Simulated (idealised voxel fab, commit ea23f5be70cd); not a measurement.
The process module presented herein is designated voxel gate over fins.
Square cell edge 5 nm, section width 175 nm, ID cut.
The cross-sections in this document take the form of a grid made of square cells. They are written out as bands, in order from top to bottom. Each band consists of one or more rows of cells.
Within each band entry, the heights of the top and of the bottom of the band appear first, in that order and in nm; the materials of the band then follow from left to right, each with its corresponding width in nm. The designation "throughout" on a single material indicates that it fills the band from edge to edge; the designation "air" indicates empty space.
We count height from 0. Below that, the starting wafer is all one material. The lowest band never ends at the bottom but goes on down; see "top 0, no bottom" for how that is written.
You'd read "30->40" like this: the band's top row of cells is as wide as the first number, its bottom row is as wide as the second, and going down, every row changes width by the same amount as the row before did.
The cross-section has no changed cell in any step marked "same as before".
Entry "Sealed void inventory" = empty spaces >= 8 cells with no open way to the top; each as width x height at distance, distance from left edge, all nm.
Anything after a step's settings on that line? It's the simulator's own note about the step.
What "overlay nm" on a step's line means: if the step has a mask, that mask lay this far to the right of its planned place, or, when the value is negative, to the left.
Note on reading: below, each pair holds a cross-section from before one process step and one from after it; the one from after shows only down to the lowest band that changed. Beneath the pair, the step in between is stated along with its settings. The pairs can stem from different runs of this module on the same starting wafer. Where a pair's entry headed "Pre-process cross-section" says so, and only there, that pair continues from the pair above it.
Pre-process cross-section
- top 5, bottom 0 = 45 of HfO2, then 15 of air, then 20 of HfO2, then 15 of air, then 20 of HfO2, then 15 of air, then 45 of HfO2
- top 0, bottom -10 = 40 of Si, then 5 of HfO2, then 15 of air, then 5 of HfO2, then 10 of Si, then 5 of HfO2, then 15 of air, then 5 of HfO2, then 10 of Si, then 5 of HfO2, then 15 of air, then 5 of HfO2, then 40 of Si
- top -10, bottom -15 = 40 of Si, then 25 of HfO2, then 10 of Si, then 25 of HfO2, then 10 of Si, then 25 of HfO2, then 40 of Si
- top -15, bottom -35 = 40 of Si, then 25 of SiO2, then 10 of Si, then 25 of SiO2, then 10 of Si, then 25 of SiO2, then 40 of Si
- top -35, no bottom = Si throughout
- Sealed void inventory: none
Post-Step Geometry
- top 10, bottom 5 = 50 of TiN, then 5 of air, then 30 of TiN, then 5 of air, then 30 of TiN, then 5 of air, then 50 of TiN
- top 5, bottom 0 = 45 of HfO2, then 5 of TiN, then 5 of air, then 5 of TiN, then 20 of HfO2, then 5 of TiN, then 5 of air, then 5 of TiN, then 20 of HfO2, then 5 of TiN, then 5 of air, then 5 of TiN, then 45 of HfO2
- top 0, bottom -5 = 40 of Si, then 5 of HfO2, then 5 of TiN, then 5 of air, then 5 of TiN, then 5 of HfO2, then 10 of Si, then 5 of HfO2, then 5 of TiN, then 5 of air, then 5 of TiN, then 5 of HfO2, then 10 of Si, then 5 of HfO2, then 5 of TiN, then 5 of air, then 5 of TiN, then 5 of HfO2, then 40 of Si
- top -5, bottom -10 = 40 of Si, then 5 of HfO2, then 15 of TiN, then 5 of HfO2, then 10 of Si, then 5 of HfO2, then 15 of TiN, then 5 of HfO2, then 10 of Si, then 5 of HfO2, then 15 of TiN, then 5 of HfO2, then 40 of Si
- Below -10, the layers are the same as they were.
- Sealed void inventory: none
Processing between the before and after sections above: op CONFORMAL_DEP | material TiN | thk nm 5
Pre-process cross-section: equal to the after panel directly above.
Post-Step Geometry
- top 15, bottom 10 = TiAl throughout
- top 10, bottom 5 = 50 of TiN, then 5 of TiAl, then 30 of TiN, then 5 of TiAl, then 30 of TiN, then 5 of TiAl, then 50 of TiN
- top 5, bottom 0 = 45 of HfO2, then 5 of TiN, then 5 of TiAl, then 5 of TiN, then 20 of HfO2, then 5 of TiN, then 5 of TiAl, then 5 of TiN, then 20 of HfO2, then 5 of TiN, then 5 of TiAl, then 5 of TiN, then 45 of HfO2
- top 0, bottom -5 = 40 of Si, then 5 of HfO2, then 5 of TiN, then 5 of TiAl, then 5 of TiN, then 5 of HfO2, then 10 of Si, then 5 of HfO2, then 5 of TiN, then 5 of TiAl, then 5 of TiN, then 5 of HfO2, then 10 of Si, then 5 of HfO2, then 5 of TiN, then 5 of TiAl, then 5 of TiN, then 5 of HfO2, then 40 of Si
- Below -5, the layers are the same as they were.
- Sealed void inventory: none
Processing between the before and after sections above: op CONFORMAL_DEP | material TiAl | thk nm 5
Pre-process cross-section: equal to the after panel directly above.
Post-Step Geometry
- top 20, bottom 15 = TiN throughout
- Below 15, the layers are the same as they were.
- Sealed void inventory: none
Processing between the before and after sections above: op CONFORMAL_DEP | material TiN | thk nm 5
Pre-process cross-section: equal to the after panel directly above.
Post-Step Geometry
- top 35, bottom 20 = W throughout
- Below 20, the layers are the same as they were.
- Sealed void inventory: none
Processing between the before and after sections above: op FILL_DEP | material W | thk nm 15
Pre-process cross-section: equal to the after panel directly above.
Post-Step Geometry
- top 30, bottom 20 = W throughout
- Below 20, the layers are the same as they were.
- Sealed void inventory: none
Processing between the before and after sections above: op CMP | height nm 30
Pre-process cross-section: equal to the after panel directly above.
Post-Step Geometry
- top 40, bottom 30 = SiCN throughout
- Below 30, the layers are the same as they were.
- Sealed void inventory: none
Processing between the before and after sections above: op CONFORMAL_DEP | material SiCN | thk nm 10
